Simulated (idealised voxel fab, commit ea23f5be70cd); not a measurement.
Documented hereafter: the process module known as voxel transistor to metal.
The width of the displayed cross-section, cut, is 145 nm; its cells are square, with a size of 5 nm.
Notation: cross-section as square-cell grid; stated in bands, top first, going down; one or more cell rows per band. Heads up on the band format: heights come first, top then bottom, in nm. After that it's the materials left to right, each with its width in nm. A single material flagged "edge to edge" fills the whole band edge to edge, and "air" means there's empty space there. For the purposes of this specification, 0 denotes the height below which the wafer in its as-received condition is composed wholly of one material, and the lowermost band, lacking a lower limit, extends downward without end, as expressed in "0 -> down". Width "30->40": first value at the band's top row of cells, second value at its bottom row, equal change from row to row. Given "same as before" for a step, no cell of the cross-section differs between before and after that step. For the entry "Sealed internal cavities", the listed items are empty spaces with no open way to the top whose size is 8 cells or more; each item follows the pattern width x height at distance, where distance is from the left edge and all three are in nm. Step line, after settings: the simulator's comment on this step. overlay nm: how far to the right of its planned place the mask lay on this masked step (negative: to the left).
**The steps planned for the process are as follows**
| 1 | RECEIVE (material Si) |
| 2 | CONFORMAL_DEP (material SiO2; thk nm 5) |
| 3 | CONFORMAL_DEP (material SiN; thk nm 15) |
| 4 | DIRECTIONAL_DEP (material aC; thk nm 10) |
| 5 | PATTERN (tone cover; mask id ACTIVE; material resist; width nm 100; thk nm 25; overlay nm 0) |
| 6 | DIRECTIONAL_ETCH (etch materials aC; depth nm 10) |
| 7 | STRIP (etch materials resist) |
| 8 | DIRECTIONAL_ETCH (etch materials SiN; depth nm 15) |
| 9 | DIRECTIONAL_ETCH (etch materials SiO2; depth nm 5) |
| 10 | DIRECTIONAL_ETCH (etch materials Si; depth nm 20) |
| 11 | STRIP (etch materials aC) |
| 12 | FILL_DEP (material SiO2; thk nm 15) |
| 13 | CMP (height nm 20) |
| 14 | SELECTIVE_ETCH (etch materials SiO2; depth nm 15) |
| 15 | STRIP (etch materials SiN) |
| 16 | SELECTIVE_ETCH (etch materials SiO2; depth nm 5) |
| 17 | OXIDIZE (depth nm 5) |
| 18 | DIRECTIONAL_DEP (material polySi; thk nm 25) |
| 19 | DIRECTIONAL_DEP (material SiCN; thk nm 10) |
| 20 | MASKED_ETCH (tone cover; mask id GATE; width nm 20; etch materials SiCN; depth nm 20; overlay nm 0) |
| 21 | MASKED_ETCH (tone cover; mask id GATE; width nm 20; etch materials polySi; depth nm 35; overlay nm 0) |
| 22 | CONFORMAL_DEP (material SiO2; thk nm 5) |
| 23 | DIRECTIONAL_ETCH (etch materials SiO2; depth nm 5) |
| 24 | CONFORMAL_DEP (material SiN; thk nm 10) |
| 25 | DIRECTIONAL_ETCH (etch materials SiN; depth nm 10) |
| 26 | DIRECTIONAL_ETCH (etch materials SiO2; depth nm 5) |
| 27 | DIRECTIONAL_ETCH (etch materials Si; depth nm 5) |
| 28 | EPI (material pSi; thk nm 10) |
| 29 | FILL_DEP (material SiO2; thk nm 10) |
| 30 | CMP (height nm 35) |
| 31 | DIRECTIONAL_DEP (material SiO2; thk nm 15) |
| 32 | MASKED_ETCH (tone open; mask id CONTACT; width nm 20; pitch nm 70; etch materials SiO2; depth nm 50; overlay nm 0) |
| 33 | CONFORMAL_DEP (material TiN; thk nm 5) |
| 34 | FILL_DEP (material W; thk nm 10) |
| 35 | CMP (height nm 50) |
| 36 | CONFORMAL_DEP (material SiN; thk nm 5) |
| 37 | DIRECTIONAL_DEP (material lowk; thk nm 15) |
| 38 | MASKED_ETCH (tone open; mask id METAL_1; width nm 15; pitch nm 70; etch materials lowk; depth nm 15; overlay nm 0) |
| 39 | MASKED_ETCH (tone open; mask id METAL_1; width nm 20; pitch nm 70; etch materials SiN; depth nm 5; overlay nm 0) |
| 40 | CONFORMAL_DEP (material TiN; thk nm 5) |
| 41 | FILL_DEP (material Cu; thk nm 10) |
| 42 | CMP (height nm 70) |
| 43 | CONFORMAL_DEP (material SiCN; thk nm 5) |
| 44 | DIRECTIONAL_DEP (material lowk; thk nm 30) |
| 45 | DIRECTIONAL_DEP (material aC; thk nm 10) |
| 46 | PATTERN (tone open; mask id METAL_2; material resist; width nm 20; pitch nm 70; thk nm 30; overlay nm 0) |
| 47 | DIRECTIONAL_ETCH (etch materials aC; depth nm 10) |
| 48 | STRIP (etch materials resist) |
| 49 | DIRECTIONAL_ETCH (etch materials lowk; depth nm 15) |
| 50 | STRIP (etch materials aC) |
| 51 | DIRECTIONAL_DEP (material aC; thk nm 10) |
| 52 | PATTERN (tone open; mask id METAL_2_HOLES; material resist; width nm 15; pitch nm 70; thk nm 30; overlay nm 0) |
| 53 | DIRECTIONAL_ETCH (etch materials aC; depth nm 10) |
| 54 | STRIP (etch materials resist) |
| 55 | DIRECTIONAL_ETCH (etch materials lowk; depth nm 15) |
| 56 | DIRECTIONAL_ETCH (etch materials SiCN; depth nm 5) |
| 57 | STRIP (etch materials aC) |
| 58 | CONFORMAL_DEP (material TiN; thk nm 5) |
| 59 | FILL_DEP (material Ru; thk nm 10) |
| 60 | CMP (height nm 105) |
| 61 | CONFORMAL_DEP (material SiCN; thk nm 5) |
It is noted that the wafers described herein are identical at the outset and are distinguished by the width nm of step 38; the value stated in the plan corresponds to the first wafer.
**first wafer as received, after step 1**
* 0 -> down | Si edge to edge
* Sealed internal cavities: none
**First of several wafers, sectioned at end of module (last step: step 61)**
* 110 -> 105 | SiCN edge to edge
* 105 -> 95 | lowk: 25  TiN: 5  Ru: 10  TiN: 5  lowk: 50  TiN: 5  Ru: 10  TiN: 5  lowk: 30
* 95 -> 90 | lowk: 25  TiN: 5  Ru: 5  TiN: 10  lowk: 50  TiN: 5  Ru: 5  TiN: 10  lowk: 30
* 90 -> 75 | lowk: 25  TiN: 5  Ru: 5  TiN: 5  lowk: 55  TiN: 5  Ru: 5  TiN: 5  lowk: 35
* 75 -> 70 | SiCN: 25  TiN: 15  SiCN: 55  TiN: 15  SiCN: 35
* 70 -> 55 | lowk: 30  TiN: 5  Cu: 5  TiN: 5  lowk: 55  TiN: 5  Cu: 5  TiN: 5  lowk: 30
* 55 -> 50 | SiN: 30  TiN: 15  SiN: 55  TiN: 15  SiN: 30
* 50 -> 35 | SiO2: 25  TiN: 5  W: 10  TiN: 5  SiO2: 50  TiN: 5  W: 10  TiN: 5  SiO2: 30
* 35 -> 25 | SiO2: 25  TiN: 5  W: 10  TiN: 5  SiN: 10  SiO2: 5  SiCN: 20  SiO2: 5  SiN: 10  TiN: 5  W: 10  TiN: 5  SiO2: 30
* 25 -> 10 | SiO2: 25  TiN: 5  W: 10  TiN: 5  SiN: 10  SiO2: 5  polySi: 20  SiO2: 5  SiN: 10  TiN: 5  W: 10  TiN: 5  SiO2: 30
* 10 -> 5 | SiO2: 25  TiN: 20  SiN: 10  SiO2: 5  polySi: 20  SiO2: 5  SiN: 10  TiN: 20  SiO2: 30
* 5 -> 0 | SiO2: 25  TiN: 10  pSi: 10  SiN: 10  SiO2: 5  polySi: 20  SiO2: 5  SiN: 10  pSi: 10  TiN: 10  SiO2: 30
* 0 -> -5 | SiO2: 15  pSi: 30  SiO2: 50  pSi: 30  SiO2: 20
* -5 -> -10 | SiO2: 20  pSi: 25  Si: 50  pSi: 25  SiO2: 25
* -10 -> -20 | SiO2: 20  Si: 100  SiO2: 25
* -20 -> down | Si edge to edge
* Sealed internal cavities: none
**The final wafer, sectioned at module end**
* 110 -> 105 | SiCN edge to edge
* 105 -> 95 | lowk: 25  TiN: 5  Ru: 10  TiN: 5  lowk: 50  TiN: 5  Ru: 10  TiN: 5  lowk: 30
* 95 -> 90 | lowk: 25  TiN: 5  Ru: 5  TiN: 10  lowk: 50  TiN: 5  Ru: 5  TiN: 10  lowk: 30
* 90 -> 75 | lowk: 25  TiN: 5  Ru: 5  TiN: 5  lowk: 55  TiN: 5  Ru: 5  TiN: 5  lowk: 35
* 75 -> 70 | SiCN: 25  TiN: 15  SiCN: 55  TiN: 15  SiCN: 35
* 70 -> 60 | lowk: 20  TiN: 5  Cu: 25  TiN: 5  lowk: 35  TiN: 5  Cu: 25  TiN: 5  lowk: 20
* 60 -> 55 | lowk: 20  TiN: 10  Cu: 10  TiN: 15  lowk: 35  TiN: 10  Cu: 10  TiN: 15  lowk: 20
* 55 -> 50 | SiN: 25  TiN: 20  SiN: 50  TiN: 20  SiN: 30
* 50 -> 35 | SiO2: 25  TiN: 5  W: 10  TiN: 5  SiO2: 50  TiN: 5  W: 10  TiN: 5  SiO2: 30
* 35 -> 25 | SiO2: 25  TiN: 5  W: 10  TiN: 5  SiN: 10  SiO2: 5  SiCN: 20  SiO2: 5  SiN: 10  TiN: 5  W: 10  TiN: 5  SiO2: 30
* 25 -> 10 | SiO2: 25  TiN: 5  W: 10  TiN: 5  SiN: 10  SiO2: 5  polySi: 20  SiO2: 5  SiN: 10  TiN: 5  W: 10  TiN: 5  SiO2: 30
* 10 -> 5 | SiO2: 25  TiN: 20  SiN: 10  SiO2: 5  polySi: 20  SiO2: 5  SiN: 10  TiN: 20  SiO2: 30
* 5 -> 0 | SiO2: 25  TiN: 10  pSi: 10  SiN: 10  SiO2: 5  polySi: 20  SiO2: 5  SiN: 10  pSi: 10  TiN: 10  SiO2: 30
* 0 -> -5 | SiO2: 15  pSi: 30  SiO2: 50  pSi: 30  SiO2: 20
* -5 -> -10 | SiO2: 20  pSi: 25  Si: 50  pSi: 25  SiO2: 25
* -10 -> -20 | SiO2: 20  Si: 100  SiO2: 25
* -20 -> down | Si edge to edge
* Sealed internal cavities: none
**Below: a row per wafer. Contents at end of module: for every material, cells gained since receipt (+) or lost since receipt (-); then closed voids**
width nm 15, +6 Cu, +16 Ru, -66 Si, +60 SiCN, +51 SiN, +198 SiO2, +94 TiN, +32 W, +201 lowk, +26 pSi, +20 polySi, Sealed internal cavities: none
width nm 20, +12 Cu, +16 Ru, -66 Si, +60 SiCN, +49 SiN, +198 SiO2, +96 TiN, +32 W, +195 lowk, +26 pSi, +20 polySi, Sealed internal cavities: none
width nm 25, +16 Cu, +16 Ru, -66 Si, +60 SiCN, +49 SiN, +198 SiO2, +98 TiN, +32 W, +189 lowk, +26 pSi, +20 polySi, Sealed internal cavities: none
width nm 30, +20 Cu, +16 Ru, -66 Si, +60 SiCN, +49 SiN, +198 SiO2, +100 TiN, +32 W, +183 lowk, +26 pSi, +20 polySi, Sealed internal cavities: none
width nm 35, +24 Cu, +16 Ru, -66 Si, +60 SiCN, +49 SiN, +198 SiO2, +102 TiN, +32 W, +177 lowk, +26 pSi, +20 polySi, Sealed internal cavities: none
